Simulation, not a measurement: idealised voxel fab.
Process module under the name voxel released beams
cross-section cut | 215 nm wide | cells 5 nm
When this document writes out a cross-section, it uses a grid of square cells and lists it as bands, beginning at the top and moving down, with a band standing for one or more rows of cells.
Band: top and bottom heights (nm) first, top before bottom; then materials from left to right, widths in nm. "all across" marks a sole material filling the band edge to edge. "empty" denotes empty space.
Heads up on the height convention: 0 is the point under which the incoming wafer is all one material, and the lowest band has no bottom, it just keeps going down, like "0 down".
Graded width ("30..40"): value in top row of band = first number; value in bottom row = second number; row-to-row change constant.
When a step is marked "nothing changed", none of the cells in the cross-section changed during that step.
Under "closed voids" you'll find the enclosed gaps, the ones with no way out to the top, that are 8 cells or bigger; each reads width x height at distance, with distance counted from the left edge, everything in nm.
The remark found on a step's line after its settings is issued by the simulator itself and pertains to that step.
Regarding "overlay nm": on a step with a mask, it is the distance the mask lay to the right of its planned place; a negative value places it to the left.

## Steps in the process plan
| 1 | op RECEIVE | material Si |
| 2 | op CONFORMAL_DEP | material Al2O3 | thk nm 5 |
| 3 | op DIRECTIONAL_DEP | material SiO2 | thk nm 10 |
| 4 | op PATTERN | tone open | mask id ANCHOR | material resist | width nm 45 | thk nm 20 | overlay nm 0 |
| 5 | op DIRECTIONAL_ETCH | etch materials SiO2 | depth nm 10 |
| 6 | op STRIP | etch materials resist |
| 7 | op CONFORMAL_DEP | material W | thk nm 15 |
| 8 | op MASKED_ETCH | tone cover | mask id BEAM | width nm 130 | etch materials W | depth nm 15 | overlay nm 0 |
| 9 | op STRIP | etch materials SiO2 |

## Cross-section of the wafer as it came to us, i.e., already through step 1
	0 down = Si all across
	closed voids: none

## The first of the two wafers as seen in cross-section once the module was finished; processing followed the plan
	30 to 20 = 40 of empty, 20 of W, 15 of empty, 95 of W, 45 of empty
	20 to 15 = 40 of empty, 130 of W, 45 of empty
	15 to 5 = 45 of empty, 45 of W, 125 of empty
	5 to 0 = Al2O3 all across
	0 down = Si all across
	closed voids: none

## What the second wafer looks like in cross-section once the module is done. Its start and its plan matched the first wafer's exactly; what differed was one mistake in how it was run
	30 to 20 = 45 of empty, 15 of W, 15 of empty, 95 of W, 45 of empty
	20 to 15 = 45 of empty, 125 of W, 45 of empty
	15 to 5 = 45 of empty, 45 of W, 125 of empty
	5 to 0 = Al2O3 all across
	0 down = Si all across
	closed voids: none
What went wrong in running the wafer? the process deviated at step 8: the operation and settings actually run there were op MASKED_ETCH | tone cover | mask id BEAM | width nm 125 | etch materials W | depth nm 15 | overlay nm 0
Materials where the second wafer ends with more or fewer cells than the first: W -3
